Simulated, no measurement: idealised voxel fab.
process module | voxel wiring stack
cross-section cut | 225 nm wide | cells 5 nm
A cross-section is a grid of square cells, given in bands from the top down. A band is one or more rows of cells.
Each band's line starts with the height of the band's top and of its bottom, in nm. Then come its materials from left to right, each with its width in nm. One material with "throughout" fills the band from edge to edge. "air" is empty space.
Height 0 is the level under which the wafer as received is all one material. The lowest band goes on downwards, as in "0 down".
A width such as "30 to 40" changes by the same amount from each row of cells to the next, from the band's top row to its bottom row.
"no change" after a step means that no cell of the cross-section changed.
closed voids: empty space of 8 cells or more with no open way to the top, each as width x height at its distance from the left edge, in nm
after a step's settings: what the simulator itself notes on the step
overlay nm, on a step with a mask: how far to the right of its planned place the mask lay; to the left if negative
plan
1 op RECEIVE | material Si
2 op CONFORMAL_DEP | material SiO2 | thk nm 10
3 op CONFORMAL_DEP | material SiN | thk nm 5
4 op DIRECTIONAL_DEP | material lowk | thk nm 15
5 op MASKED_ETCH | tone open | mask id METAL_1 | width nm 20 | pitch nm 35 | etch materials lowk | depth nm 15 | overlay nm 0
6 op MASKED_ETCH | tone open | mask id METAL_1 | width nm 20 | pitch nm 35 | etch materials SiN | depth nm 5 | overlay nm 0
7 op CONFORMAL_DEP | material TiN | thk nm 5
8 op FILL_DEP | material Ru | thk nm 5
9 op CMP | height nm 30
10 op CONFORMAL_DEP | material SiCN | thk nm 5
11 op DIRECTIONAL_DEP | material SiO2 | thk nm 20
12 op MASKED_ETCH | tone open | mask id PLUG_1 | width nm 15 | pitch nm 35 | etch materials SiO2 | depth nm 20 | overlay nm 0
13 op MASKED_ETCH | tone open | mask id PLUG_1 | width nm 15 | pitch nm 35 | etch materials SiCN | depth nm 5 | overlay nm 0
14 op CONFORMAL_DEP | material TiN | thk nm 5
15 op FILL_DEP | material Ru | thk nm 10
16 op CMP | height nm 55
17 op CONFORMAL_DEP | material SiCN | thk nm 5
18 op DIRECTIONAL_DEP | material lowk | thk nm 20
19 op PATTERN | tone open | mask id METAL_2 | material resist | width nm 20 | pitch nm 35 | thk nm 20 | overlay nm 0
20 op DIRECTIONAL_ETCH | etch materials lowk | depth nm 20
21 op DIRECTIONAL_ETCH | etch materials SiCN | depth nm 5
22 op STRIP | etch materials resist
23 op CONFORMAL_DEP | material TiN | thk nm 5
24 op FILL_DEP | material W | thk nm 5
25 op CMP | height nm 80
26 op CONFORMAL_DEP | material SiCN | thk nm 5
27 op DIRECTIONAL_DEP | material SiO2 | thk nm 15
28 op PATTERN | tone open | mask id PLUG_2 | material resist | width nm 15 | pitch nm 35 | thk nm 20 | overlay nm 0
29 op DIRECTIONAL_ETCH | etch materials SiO2 | depth nm 15
30 op DIRECTIONAL_ETCH | etch materials SiCN | depth nm 5
31 op STRIP | etch materials resist
32 op EPI | material Ru | thk nm 10
33 op EPI | material Ru | thk nm 10
34 op DIRECTIONAL_DEP | material TiN | thk nm 5
35 op DIRECTIONAL_DEP | material Ru | thk nm 25
36 op MASKED_ETCH | tone cover | mask id METAL_3 | width nm 20 | pitch nm 35 | etch materials Ru | depth nm 25 | overlay nm 0
37 op MASKED_ETCH | tone cover | mask id METAL_3 | width nm 20 | pitch nm 35 | etch materials TiN | depth nm 5 | overlay nm 0
38 op CONFORMAL_DEP | material SiCN | thk nm 5
39 op FILL_DEP | material lowk | thk nm 5
40 op CMP | height nm 130
41 op CONFORMAL_DEP | material SiCN | thk nm 5
as received, after step 1
  0 down: Si throughout
  closed voids: none
first wafer at the end, as planned
  135 to 130: SiCN throughout
  130 to 105: lowk 60 | SiCN 5 | Ru 20 | SiCN 5 | lowk 5 | SiCN 5 | Ru 20 | SiCN 5 | lowk 5 | SiCN 5 | Ru 20 | SiCN 5 | lowk 65
  105 to 100: SiCN 65 | TiN 20 | SiCN 15 | TiN 20 | SiCN 15 | TiN 20 | SiCN 70
  100 to 85: SiO2 65 | Ru 15 | SiO2 20 | Ru 15 | SiO2 20 | Ru 15 | SiO2 75
  85 to 80: SiCN 65 | Ru 15 | SiCN 20 | Ru 15 | SiCN 20 | Ru 15 | SiCN 75
  80 to 60: lowk 65 | TiN 5 | W 10 | TiN 5 | lowk 15 | TiN 5 | W 10 | TiN 5 | lowk 15 | TiN 5 | W 10 | TiN 5 | lowk 70
  60 to 55: SiCN 65 | TiN 20 | SiCN 15 | TiN 20 | SiCN 15 | TiN 20 | SiCN 70
  55 to 35: SiO2 65 | TiN 5 | Ru 5 | TiN 5 | SiO2 20 | TiN 5 | Ru 5 | TiN 5 | SiO2 20 | TiN 5 | Ru 5 | TiN 5 | SiO2 75
  35 to 30: SiCN 65 | TiN 15 | SiCN 20 | TiN 15 | SiCN 20 | TiN 15 | SiCN 75
  30 to 15: lowk 65 | TiN 5 | Ru 10 | TiN 5 | lowk 15 | TiN 5 | Ru 10 | TiN 5 | lowk 15 | TiN 5 | Ru 10 | TiN 5 | lowk 70
  15 to 10: SiN 65 | TiN 20 | SiN 15 | TiN 20 | SiN 15 | TiN 20 | SiN 70
  10 to 0: SiO2 throughout
  0 down: Si throughout
  closed voids: none
second wafer at the end: like start, like plan, one mistake
  135 to 130: SiCN throughout
  130 to 105: lowk 60 | SiCN 5 | Ru 20 | SiCN 5 | lowk 5 | SiCN 5 | Ru 20 | SiCN 5 | lowk 5 | SiCN 5 | Ru 20 | SiCN 5 | lowk 65
  105 to 100: SiCN 65 | TiN 20 | SiCN 15 | TiN 20 | SiCN 15 | TiN 20 | SiCN 70
  100 to 85: SiO2 65 | Ru 15 | SiO2 20 | Ru 15 | SiO2 20 | Ru 15 | SiO2 75
  85 to 80: SiCN 65 | Ru 15 | SiCN 20 | Ru 15 | SiCN 20 | Ru 15 | SiCN 75
  80 to 75: TiN 70 | W 10 | TiN 25 | W 10 | TiN 25 | W 10 | TiN 75
  75 to 55: lowk 65 | TiN 5 | W 10 | TiN 5 | lowk 15 | TiN 5 | W 10 | TiN 5 | lowk 15 | TiN 5 | W 10 | TiN 5 | lowk 70
  55 to 50: SiCN 65 | TiN 20 | SiCN 15 | TiN 20 | SiCN 15 | TiN 20 | SiCN 70
  50 to 35: SiO2 65 | TiN 5 | Ru 5 | TiN 5 | SiO2 20 | TiN 5 | Ru 5 | TiN 5 | SiO2 20 | TiN 5 | Ru 5 | TiN 5 | SiO2 75
  35 to 30: SiCN 65 | TiN 15 | SiCN 20 | TiN 15 | SiCN 20 | TiN 15 | SiCN 75
  30 to 15: lowk 65 | TiN 5 | Ru 10 | TiN 5 | lowk 15 | TiN 5 | Ru 10 | TiN 5 | lowk 15 | TiN 5 | Ru 10 | TiN 5 | lowk 70
  15 to 10: SiN 65 | TiN 20 | SiN 15 | TiN 20 | SiN 15 | TiN 20 | SiN 70
  10 to 0: SiO2 throughout
  0 down: Si throughout
  closed voids: none
what went wrong: step 16 ran as: op CMP | height nm 50
at the end the second wafer has, in cells: 3 fewer of Ru | 36 fewer of SiO2 | 33 more of TiN | 6 more of W
